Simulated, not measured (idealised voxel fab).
process module | voxel fin reveal
cross-section cut | 290 nm wide | cells 5 nm
A cross-section is a grid of square cells, given in bands from the top down. A band is one or more rows of cells.
Each band's line starts with the height of the band's top and of its bottom, in nm. Then come its materials from left to right, each with its width in nm. One material with "throughout" fills the band from edge to edge. "air" is empty space.
Height 0 is the level under which the wafer as received is all one material. The lowest band goes on downwards, as in "0 down".
A width such as "30 to 40" changes by the same amount from each row of cells to the next, from the band's top row to its bottom row.
"no change" after a step means that no cell of the cross-section changed.
closed voids: empty space of 8 cells or more with no open way to the top, each as width x height at its distance from the left edge, in nm
after a step's settings: what the simulator itself notes on the step
overlay nm, on a step with a mask: how far to the right of its planned place the mask lay; to the left if negative
plan
1 op RECEIVE | material Si
2 op CONFORMAL_DEP | material SiN | thk nm 5
3 op DIRECTIONAL_DEP | material aC | thk nm 10
4 op PATTERN | tone cover | mask id FINS | material resist | width nm 15 | pitch nm 35 | thk nm 30 | overlay nm 0
5 op DIRECTIONAL_ETCH | etch materials aC | depth nm 10
6 op STRIP | etch materials resist
7 op DIRECTIONAL_ETCH | etch materials SiN | depth nm 5
8 op DIRECTIONAL_ETCH | etch materials Si | depth nm 30
9 op STRIP | etch materials aC
10 op OXIDIZE | depth nm 5
11 op FILL_DEP | material SiO2 | thk nm 15
12 op CMP | height nm 5
13 op SELECTIVE_ETCH | etch materials SiO2 | depth nm 20
14 op STRIP | etch materials SiN
15 op CONFORMAL_DEP | material HfO2 | thk nm 5
as received, after step 1
  0 down: Si throughout
  closed voids: none
first wafer at the end, as planned
  5 to 0: air 120 | HfO2 15 | air 20 | HfO2 15 | air 120
  0 to -10: air 120 | HfO2 5 | Si 5 | HfO2 5 | air 20 | HfO2 5 | Si 5 | HfO2 5 | air 120
  -10 to -15: HfO2 125 | Si 5 | HfO2 30 | Si 5 | HfO2 125
  -15 to -35: SiO2 125 | Si 5 | SiO2 30 | Si 5 | SiO2 125
  -35 down: Si throughout
  closed voids: none
second wafer at the end: like start, like plan, one mistake
  5 to 0: HfO2 120 | air 15 | HfO2 20 | air 15 | HfO2 120
  0 to -10: Si 115 | HfO2 5 | air 15 | HfO2 5 | Si 10 | HfO2 5 | air 15 | HfO2 5 | Si 115
  -10 to -15: Si 115 | HfO2 25 | Si 10 | HfO2 25 | Si 115
  -15 to -35: Si 115 | SiO2 25 | Si 10 | SiO2 25 | Si 115
  -35 down: Si throughout
  closed voids: none
what went wrong: step 4 ran as: op PATTERN | tone open | mask id FINS | material resist | width nm 15 | pitch nm 35 | thk nm 30 | overlay nm 0
at the end the second wafer has, in cells: 322 more of Si | 184 fewer of SiO2
